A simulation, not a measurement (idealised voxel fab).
This is a process module. Its name is voxel tone inversion.
295 nm wide, 5 nm square cells: that's cross-section cut.
Notation: cross-section as square-cell grid; stated in bands, top first, going down; one or more cell rows per band.
Look at the band entry: it leads with the top's height and the bottom's height in nm. Then it lists the materials left to right, with a width in nm for each. The word "throughout" on a single material says that material fills the band edge to edge. The word "empty" is empty space.
Height datum 0, below which the as-received substrate wafer is one material. Lowest band open at the bottom, running downward: "0 nm and below".
With a width like "30 to 40", each row of cells in the band differs from the next by the same amount, the top row carrying the first number and the bottom row the second.
No cell of the cross-section changed in a step that is given as "no modification".
Any empty space of 8 cells or more lacking an open way to the top shows up in "Enclosed void inventory" as width x height at distance, distance from the left edge, in nm.
It should be noted that, on the line of a given step, the content following the step's settings is a remark produced by the simulator itself with respect to that step.
overlay nm: right-of-plan distance of the mask on a masked step; negative values mean left-of-plan.

**plan**
| 1 | RECEIVE | material Si |
| 2 | CONFORMAL_DEP | material SiCN | thk nm 5 |
| 3 | DIRECTIONAL_DEP | material aC | thk nm 25 |
| 4 | PATTERN | tone cover | mask id POSTS | material resist | width nm 15 | pitch nm 45 | thk nm 35 | overlay nm 0 |
| 5 | DIRECTIONAL_ETCH | etch materials aC | depth nm 25 |
| 6 | STRIP | etch materials resist |
| 7 | FILL_DEP | material SiO2 | thk nm 5 |
| 8 | CMP | height nm 30 |
| 9 | STRIP | etch materials aC |

**First of two wafers, with the run carried out as planned**

**The cross-section here shows the wafer as received, i.e. in its state after step 1**
    0 nm and below: Si throughout
    Enclosed void inventory: none

**Presented here is a cross-section of the wafer after step 2 has been performed**
    5 nm to 0 nm: SiCN throughout
    Beneath the level 0, the cross-section is identical to its previous state.

**Presented here is a cross-section of the wafer after step 3 has been performed**
    30 nm to 5 nm: aC throughout
    Beneath the level 5, the cross-section is identical to its previous state.

**Presented here is a cross-section of the wafer after step 4 has been performed**
    65 nm to 30 nm: empty: 95; resist: 15; empty: 30; resist: 15; empty: 30; resist: 15; empty: 95
    Beneath the level 30, the cross-section is identical to its previous state.

**Presented here is a cross-section of the wafer after step 5 has been performed**
    40 nm to 30 nm: empty: 95; resist: 15; empty: 30; resist: 15; empty: 30; resist: 15; empty: 95
    30 nm to 5 nm: empty: 95; aC: 15; empty: 30; aC: 15; empty: 30; aC: 15; empty: 95
    Beneath the level 5, the cross-section is identical to its previous state.

**Presented here is a cross-section of the wafer after step 6 has been performed**
    30 nm to 5 nm: empty: 95; aC: 15; empty: 30; aC: 15; empty: 30; aC: 15; empty: 95
    Beneath the level 5, the cross-section is identical to its previous state.

**Presented here is a cross-section of the wafer after step 7 has been performed**
    35 nm to 30 nm: SiO2 throughout
    30 nm to 5 nm: SiO2: 95; aC: 15; SiO2: 30; aC: 15; SiO2: 30; aC: 15; SiO2: 95
    Beneath the level 5, the cross-section is identical to its previous state.

**Presented here is a cross-section of the wafer after step 8 has been performed**
    30 nm to 5 nm: SiO2: 95; aC: 15; SiO2: 30; aC: 15; SiO2: 30; aC: 15; SiO2: 95
    Beneath the level 5, the cross-section is identical to its previous state.

**Presented here is a cross-section of the wafer after step 9 has been performed**
    30 nm to 5 nm: SiO2: 95; empty: 15; SiO2: 30; empty: 15; SiO2: 30; empty: 15; SiO2: 95
    Beneath the level 5, the cross-section is identical to its previous state.

**Second Wafer (Identical Start and Plan, One Processing Error; Matches First Wafer Through Step 1)**

Second wafer shown in cross-section at the time step 2 was slated to end: no modification

**Second wafer shown in cross-section at the time step 3 was slated to end**
    25 nm to 0 nm: aC throughout
    Beneath the level 0, the cross-section is identical to its previous state.

**Second wafer shown in cross-section at the time step 4 was slated to end**
    60 nm to 25 nm: empty: 95; resist: 15; empty: 30; resist: 15; empty: 30; resist: 15; empty: 95
    Beneath the level 25, the cross-section is identical to its previous state.

**Second wafer shown in cross-section at the time step 5 was slated to end**
    35 nm to 25 nm: empty: 95; resist: 15; empty: 30; resist: 15; empty: 30; resist: 15; empty: 95
    25 nm to 0 nm: empty: 95; aC: 15; empty: 30; aC: 15; empty: 30; aC: 15; empty: 95
    Beneath the level 0, the cross-section is identical to its previous state.

**Second wafer shown in cross-section at the time step 6 was slated to end**
    25 nm to 0 nm: empty: 95; aC: 15; empty: 30; aC: 15; empty: 30; aC: 15; empty: 95
    Beneath the level 0, the cross-section is identical to its previous state.

**Second wafer shown in cross-section at the time step 7 was slated to end**
    30 nm to 25 nm: SiO2 throughout
    25 nm to 0 nm: SiO2: 95; aC: 15; SiO2: 30; aC: 15; SiO2: 30; aC: 15; SiO2: 95
    Beneath the level 0, the cross-section is identical to its previous state.

Second wafer shown in cross-section at the time step 8 was slated to end: no modification

Second wafer shown in cross-section at the time step 9 was slated to end: no modification
Deviation noted in wafer processing: step 2 of the plan: omitted, not performed
Counted in cells at the end, the second wafer holds more or fewer of these materials than the first: 59 fewer of SiCN, 59 more of SiO2, 45 more of aC
